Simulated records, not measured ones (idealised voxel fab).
The process module that follows is named voxel self aligned vias.
Square cell edge 5 nm, section width 275 nm, ID cut.
Cross-section = grid of square cells, listed top down in bands; band = one or more rows.
In this notation a band is specified by the heights of its top and bottom, in that order and in nm, after which its materials appear from left to right, each paired with its width in nm. The word "all across" attached to a single material means that material fills the band from edge to edge; the word "air" stands for empty space.
Heads up on the height convention: 0 is the point under which the incoming wafer is all one material, and the lowest band has no bottom, it just keeps going down, like "0 nm and below".
Graded width ("30..40"): value in top row of band = first number; value in bottom row = second number; row-to-row change constant.
Step marked "no alteration"? Then no cell in the cross-section changed in it.
"Sealed internal voids" specifies each empty space that is not open to the top and that occupies no fewer than 8 cells, using the form width x height at distance, the distance measured from the left edge and all three quantities in nm.
Formally, on a step line, whatever follows the settings is a remark that the simulator itself makes on the step.
A step's line can hold "overlay nm"; with a mask on that step, the setting says how far right of the planned place the mask lay, while a negative setting says it lay to the left.
## So here's the lineup of process steps we planned
| 1 | RECEIVE,material Si |
| 2 | CONFORMAL_DEP,material SiO2,thk nm 15 |
| 3 | CONFORMAL_DEP,material SiCN,thk nm 5 |
| 4 | DIRECTIONAL_DEP,material lowk,thk nm 30 |
| 5 | DIRECTIONAL_DEP,material aC,thk nm 10 |
| 6 | PATTERN,tone open,mask id LINES,material resist,width nm 25,pitch nm 75,thk nm 30,overlay nm 0 |
| 7 | DIRECTIONAL_ETCH,etch materials aC,depth nm 10 |
| 8 | STRIP,etch materials resist |
| 9 | DIRECTIONAL_ETCH,etch materials lowk,depth nm 30 |
| 10 | STRIP,etch materials aC |
| 11 | CONFORMAL_DEP,material TiN,thk nm 5 |
| 12 | FILL_DEP,material Ru,thk nm 10 |
| 13 | CMP,height nm 50 |
| 14 | SELECTIVE_ETCH,etch materials W Ru TiN,depth nm 10 |
| 15 | FILL_DEP,material SiN,thk nm 5 |
| 16 | CMP,height nm 50 |
| 17 | DIRECTIONAL_DEP,material lowk,thk nm 20 |
| 18 | MASKED_ETCH,tone open,mask id VIAS,width nm 45,pitch nm 75,etch materials lowk,depth nm 20,overlay nm 0 |
| 19 | MASKED_ETCH,tone open,mask id VIAS,width nm 45,pitch nm 75,etch materials SiN,depth nm 10,overlay nm 0 |
| 20 | CONFORMAL_DEP,material TiN,thk nm 5 |
| 21 | FILL_DEP,material W,thk nm 5 |
| 22 | CMP,height nm 70 |
| 23 | CONFORMAL_DEP,material SiCN,thk nm 5 |
## First wafer, two in total, run as planned
## Received-state cross-section, reflecting completion of step 1
> 0 nm and below | Si all across
> Sealed internal voids: none
## Take a look at the wafer's cross-section after step 2
> 15 nm to 0 nm | SiO2 all across
> Note: structure below 0 unchanged.
## Take a look at the wafer's cross-section after step 3
> 20 nm to 15 nm | SiCN all across
> Note: structure below 15 unchanged.
## Take a look at the wafer's cross-section after step 4
> 50 nm to 20 nm | lowk all across
> Note: structure below 20 unchanged.
## Take a look at the wafer's cross-section after step 5
> 60 nm to 50 nm | aC all across
> Note: structure below 50 unchanged.
## Take a look at the wafer's cross-section after step 6
> 90 nm to 60 nm | resist=50, air=25, resist=50, air=25, resist=50, air=25, resist=50
> Note: structure below 60 unchanged.
## Take a look at the wafer's cross-section after step 7
> 80 nm to 60 nm | resist=50, air=25, resist=50, air=25, resist=50, air=25, resist=50
> 60 nm to 50 nm | aC=50, air=25, aC=50, air=25, aC=50, air=25, aC=50
> Note: structure below 50 unchanged.
## Take a look at the wafer's cross-section after step 8
> 60 nm to 50 nm | aC=50, air=25, aC=50, air=25, aC=50, air=25, aC=50
> Note: structure below 50 unchanged.
## Take a look at the wafer's cross-section after step 9
> 60 nm to 50 nm | aC=50, air=25, aC=50, air=25, aC=50, air=25, aC=50
> 50 nm to 20 nm | lowk=50, air=25, lowk=50, air=25, lowk=50, air=25, lowk=50
> Note: structure below 20 unchanged.
## Take a look at the wafer's cross-section after step 10
> 50 nm to 20 nm | lowk=50, air=25, lowk=50, air=25, lowk=50, air=25, lowk=50
> Note: structure below 20 unchanged.
## Take a look at the wafer's cross-section after step 11
> 55 nm to 50 nm | TiN=55, air=15, TiN=60, air=15, TiN=60, air=15, TiN=55
> 50 nm to 25 nm | lowk=50, TiN=5, air=15, TiN=5, lowk=50, TiN=5, air=15, TiN=5, lowk=50, TiN=5, air=15, TiN=5, lowk=50
> 25 nm to 20 nm | lowk=50, TiN=25, lowk=50, TiN=25, lowk=50, TiN=25, lowk=50
> Note: structure below 20 unchanged.
## Take a look at the wafer's cross-section after step 12
> 65 nm to 55 nm | Ru all across
> 55 nm to 50 nm | TiN=55, Ru=15, TiN=60, Ru=15, TiN=60, Ru=15, TiN=55
> 50 nm to 25 nm | lowk=50, TiN=5, Ru=15, TiN=5, lowk=50, TiN=5, Ru=15, TiN=5, lowk=50, TiN=5, Ru=15, TiN=5, lowk=50
> Note: structure below 25 unchanged.
## Take a look at the wafer's cross-section after step 13
> 50 nm to 25 nm | lowk=50, TiN=5, Ru=15, TiN=5, lowk=50, TiN=5, Ru=15, TiN=5, lowk=50, TiN=5, Ru=15, TiN=5, lowk=50
> Note: structure below 25 unchanged.
## Take a look at the wafer's cross-section after step 14
> 50 nm to 40 nm | lowk=50, air=25, lowk=50, air=25, lowk=50, air=25, lowk=50
> Note: structure below 40 unchanged.
## Take a look at the wafer's cross-section after step 15
> 55 nm to 50 nm | SiN all across
> 50 nm to 40 nm | lowk=50, SiN=25, lowk=50, SiN=25, lowk=50, SiN=25, lowk=50
> Note: structure below 40 unchanged.
## Take a look at the wafer's cross-section after step 16
> 50 nm to 40 nm | lowk=50, SiN=25, lowk=50, SiN=25, lowk=50, SiN=25, lowk=50
> Note: structure below 40 unchanged.
## Take a look at the wafer's cross-section after step 17
> 70 nm to 50 nm | lowk all across
> Note: structure below 50 unchanged.
## Take a look at the wafer's cross-section after step 18
> 70 nm to 50 nm | lowk=40, air=45, lowk=30, air=45, lowk=30, air=45, lowk=40
> Note: structure below 50 unchanged.
## Take a look at the wafer's cross-section after step 19
> 70 nm to 50 nm | lowk=40, air=45, lowk=30, air=45, lowk=30, air=45, lowk=40
> 50 nm to 40 nm | lowk=50, air=25, lowk=50, air=25, lowk=50, air=25, lowk=50
> Note: structure below 40 unchanged.
## Take a look at the wafer's cross-section after step 20
> 75 nm to 70 nm | TiN=45, air=35, TiN=40, air=35, TiN=40, air=35, TiN=45
> 70 nm to 55 nm | lowk=40, TiN=5, air=35, TiN=5, lowk=30, TiN=5, air=35, TiN=5, lowk=30, TiN=5, air=35, TiN=5, lowk=40
> 55 nm to 45 nm | lowk=40..50, TiN=15..5, air=15, TiN=15..5, lowk=30..50, TiN=15..5, air=15, TiN=15..5, lowk=30..50, TiN=15..5, air=15, TiN=15..5, lowk=40..50
> 45 nm to 40 nm | lowk=50, TiN=25, lowk=50, TiN=25, lowk=50, TiN=25, lowk=50
> Note: structure below 40 unchanged.
## Take a look at the wafer's cross-section after step 21
> 80 nm to 75 nm | W all across
> 75 nm to 70 nm | TiN=45, W=35, TiN=40, W=35, TiN=40, W=35, TiN=45
> 70 nm to 55 nm | lowk=40, TiN=5, W=35, TiN=5, lowk=30, TiN=5, W=35, TiN=5, lowk=30, TiN=5, W=35, TiN=5, lowk=40
> 55 nm to 45 nm | lowk=40..50, TiN=15..5, W=15, TiN=15..5, lowk=30..50, TiN=15..5, W=15, TiN=15..5, lowk=30..50, TiN=15..5, W=15, TiN=15..5, lowk=40..50
> Note: structure below 45 unchanged.
## Take a look at the wafer's cross-section after step 22
> 70 nm to 55 nm | lowk=40, TiN=5, W=35, TiN=5, lowk=30, TiN=5, W=35, TiN=5, lowk=30, TiN=5, W=35, TiN=5, lowk=40
> Note: structure below 55 unchanged.
## Take a look at the wafer's cross-section after step 23
> 75 nm to 70 nm | SiCN all across
> Note: structure below 70 unchanged.
## Now the other wafer: same start, same recipe, but we messed up one thing when running it. Up to and including step 5 it's the same as the first one
## Cross-section, second wafer, at the end time the plan gives for step 6
> 90 nm to 60 nm | air=50, resist=25, air=50, resist=25, air=50, resist=25, air=50
> Note: structure below 60 unchanged.
## Cross-section, second wafer, at the end time the plan gives for step 7
> 80 nm to 60 nm | air=50, resist=25, air=50, resist=25, air=50, resist=25, air=50
> 60 nm to 50 nm | air=50, aC=25, air=50, aC=25, air=50, aC=25, air=50
> Note: structure below 50 unchanged.
## Cross-section, second wafer, at the end time the plan gives for step 8
> 60 nm to 50 nm | air=50, aC=25, air=50, aC=25, air=50, aC=25, air=50
> Note: structure below 50 unchanged.
## Cross-section, second wafer, at the end time the plan gives for step 9
> 60 nm to 50 nm | air=50, aC=25, air=50, aC=25, air=50, aC=25, air=50
> 50 nm to 20 nm | air=50, lowk=25, air=50, lowk=25, air=50, lowk=25, air=50
> Note: structure below 20 unchanged.
## Cross-section, second wafer, at the end time the plan gives for step 10
> 50 nm to 20 nm | air=50, lowk=25, air=50, lowk=25, air=50, lowk=25, air=50
> Note: structure below 20 unchanged.
## Cross-section, second wafer, at the end time the plan gives for step 11
> 55 nm to 50 nm | air=45, TiN=35, air=40, TiN=35, air=40, TiN=35, air=45
> 50 nm to 25 nm | air=45, TiN=5, lowk=25, TiN=5, air=40, TiN=5, lowk=25, TiN=5, air=40, TiN=5, lowk=25, TiN=5, air=45
> 25 nm to 20 nm | TiN=50, lowk=25, TiN=50, lowk=25, TiN=50, lowk=25, TiN=50
> Note: structure below 20 unchanged.
## Cross-section, second wafer, at the end time the plan gives for step 12
> 65 nm to 55 nm | Ru all across
> 55 nm to 50 nm | Ru=45, TiN=35, Ru=40, TiN=35, Ru=40, TiN=35, Ru=45
> 50 nm to 25 nm | Ru=45, TiN=5, lowk=25, TiN=5, Ru=40, TiN=5, lowk=25, TiN=5, Ru=40, TiN=5, lowk=25, TiN=5, Ru=45
> Note: structure below 25 unchanged.
## Cross-section, second wafer, at the end time the plan gives for step 13
> 50 nm to 25 nm | Ru=45, TiN=5, lowk=25, TiN=5, Ru=40, TiN=5, lowk=25, TiN=5, Ru=40, TiN=5, lowk=25, TiN=5, Ru=45
> Note: structure below 25 unchanged.
## Cross-section, second wafer, at the end time the plan gives for step 14
> 50 nm to 40 nm | air=50, lowk=25, air=50, lowk=25, air=50, lowk=25, air=50
> Note: structure below 40 unchanged.
## Cross-section, second wafer, at the end time the plan gives for step 15
> 55 nm to 50 nm | SiN all across
> 50 nm to 40 nm | SiN=50, lowk=25, SiN=50, lowk=25, SiN=50, lowk=25, SiN=50
> Note: structure below 40 unchanged.
## Cross-section, second wafer, at the end time the plan gives for step 16
> 50 nm to 40 nm | SiN=50, lowk=25, SiN=50, lowk=25, SiN=50, lowk=25, SiN=50
> Note: structure below 40 unchanged.
## Cross-section, second wafer, at the end time the plan gives for step 17
> 70 nm to 50 nm | lowk all across
> Note: structure below 50 unchanged.
## Cross-section, second wafer, at the end time the plan gives for step 18
> 70 nm to 50 nm | lowk=40, air=45, lowk=30, air=45, lowk=30, air=45, lowk=40
> Note: structure below 50 unchanged.
## Cross-section, second wafer, at the end time the plan gives for step 19
> 70 nm to 50 nm | lowk=40, air=45, lowk=30, air=45, lowk=30, air=45, lowk=40
> 50 nm to 40 nm | SiN=40, air=10, lowk=25, air=10, SiN=30, air=10, lowk=25, air=10, SiN=30, air=10, lowk=25, air=10, SiN=40
> Note: structure below 40 unchanged.
## Cross-section, second wafer, at the end time the plan gives for step 20
> 75 nm to 70 nm | TiN=45, air=35, TiN=40, air=35, TiN=40, air=35, TiN=45
> 70 nm to 55 nm | lowk=40, TiN=5, air=35, TiN=5, lowk=30, TiN=5, air=35, TiN=5, lowk=30, TiN=5, air=35, TiN=5, lowk=40
> 55 nm to 50 nm | lowk=40, TiN=45, lowk=30, TiN=45, lowk=30, TiN=45, lowk=40
> 50 nm to 40 nm | SiN=40, TiN=10, lowk=25, TiN=10, SiN=30, TiN=10, lowk=25, TiN=10, SiN=30, TiN=10, lowk=25, TiN=10, SiN=40
> Note: structure below 40 unchanged.
## Cross-section, second wafer, at the end time the plan gives for step 21
> 80 nm to 75 nm | W all across
> 75 nm to 70 nm | TiN=45, W=35, TiN=40, W=35, TiN=40, W=35, TiN=45
> 70 nm to 55 nm | lowk=40, TiN=5, W=35, TiN=5, lowk=30, TiN=5, W=35, TiN=5, lowk=30, TiN=5, W=35, TiN=5, lowk=40
> Note: structure below 55 unchanged.
## Cross-section, second wafer, at the end time the plan gives for step 22
> 70 nm to 55 nm | lowk=40, TiN=5, W=35, TiN=5, lowk=30, TiN=5, W=35, TiN=5, lowk=30, TiN=5, W=35, TiN=5, lowk=40
> Note: structure below 55 unchanged.
## Cross-section, second wafer, at the end time the plan gives for step 23
> 75 nm to 70 nm | SiCN all across
> Note: structure below 70 unchanged.
It is concluded that the wafer was processed incorrectly with respect to the plan, in that in deviation from the planned setting, step 6 was conducted as PATTERN,tone cover,mask id LINES,material resist,width nm 25,pitch nm 75,thk nm 30,overlay nm 0
Per the end-of-run cell counts, the second wafer holds more or fewer of some materials than the first: +75 Ru; +56 SiN; +37 TiN; -18 W; -150 lowk
